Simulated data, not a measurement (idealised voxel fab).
Process module heading - voxel air gaps
Section shown: cut. Width: 250 nm. Cell size: 5 nm, square.
The cross-sections in this document take the form of a grid made of square cells. They are written out as bands, in order from top to bottom. Each band consists of one or more rows of cells. The band entry comprises the height of the band's top followed by the height of its bottom, expressed in nm, and subsequently the band's materials from left to right, each stated together with its width in nm. Where a single material is marked with the word "full width", that material fills the band from edge to edge. The word "empty" represents empty space. Height reference: 0 = level under which incoming wafer is all one material. Lowest band: no bottom, runs on downward, e.g. "from 0 down". Quick explanation for "30..40": the width changes in equal steps down the rows of cells, from the first number in the band's top row to the second number in its bottom row. Step note "remained unchanged" = no cross-section cell changed. Basically, "Fully sealed cavities" tells you about the enclosed voids: empty spaces with no open way to the top, 8 cells or bigger, each written width x height at distance, where distance is from the left edge, all in nm. Read whatever lies past the settings on a step's line as the simulator's own remark about the step. On any step carrying a mask, the "overlay nm" setting, if present on the step's line, tells how far right of its planned place the mask lay; negative values point to the left.

**The process steps that were planned are listed below**
1 RECEIVE with material Si
2 CONFORMAL_DEP with material SiO2, thk nm 10
3 CONFORMAL_DEP with material SiN, thk nm 5
4 DIRECTIONAL_DEP with material SiO2, thk nm 35
5 DIRECTIONAL_DEP with material aC, thk nm 10
6 PATTERN with tone open, mask id LINES, material resist, width nm 15, pitch nm 45, thk nm 25, overlay nm 0
7 DIRECTIONAL_ETCH with etch materials aC, depth nm 10
8 STRIP with etch materials resist
9 DIRECTIONAL_ETCH with etch materials SiO2, depth nm 35
10 STRIP with etch materials aC
11 CONFORMAL_DEP with material TiN, thk nm 5
12 FILL_DEP with material W, thk nm 5
13 CMP with height nm 50
14 EPI with material Ru, thk nm 10
15 SELECTIVE_ETCH with etch materials SiO2, depth nm 45
16 CONFORMAL_DEP with material SiN, thk nm 5
Same starting wafers, different width nm at step 6. Plan value belongs to the first wafer.

**The first of several wafers, as received after step 1, seen in section**
  from 0 down: Si full width
  Fully sealed cavities: none

**Below, a row for every wafer. Read it as the end-of-module picture: for each material the wafer shows its cells gained (+) or lost (-) since it was received, and then its closed voids**
width nm 15 | +42 Ru | +178 SiN | +100 SiO2 | +45 TiN | +18 W | Fully sealed cavities: 20 x 25 at 90; 20 x 25 at 135
width nm 20 | +48 Ru | +170 SiN | +100 SiO2 | +48 TiN | +36 W | Fully sealed cavities: 15 x 25 at 95; 15 x 25 at 140
width nm 25 | +54 Ru | +126 SiN | +156 SiO2 | +51 TiN | +54 W | Fully sealed cavities: none
width nm 30 | +56 Ru | +126 SiN | +142 SiO2 | +54 TiN | +72 W | Fully sealed cavities: none
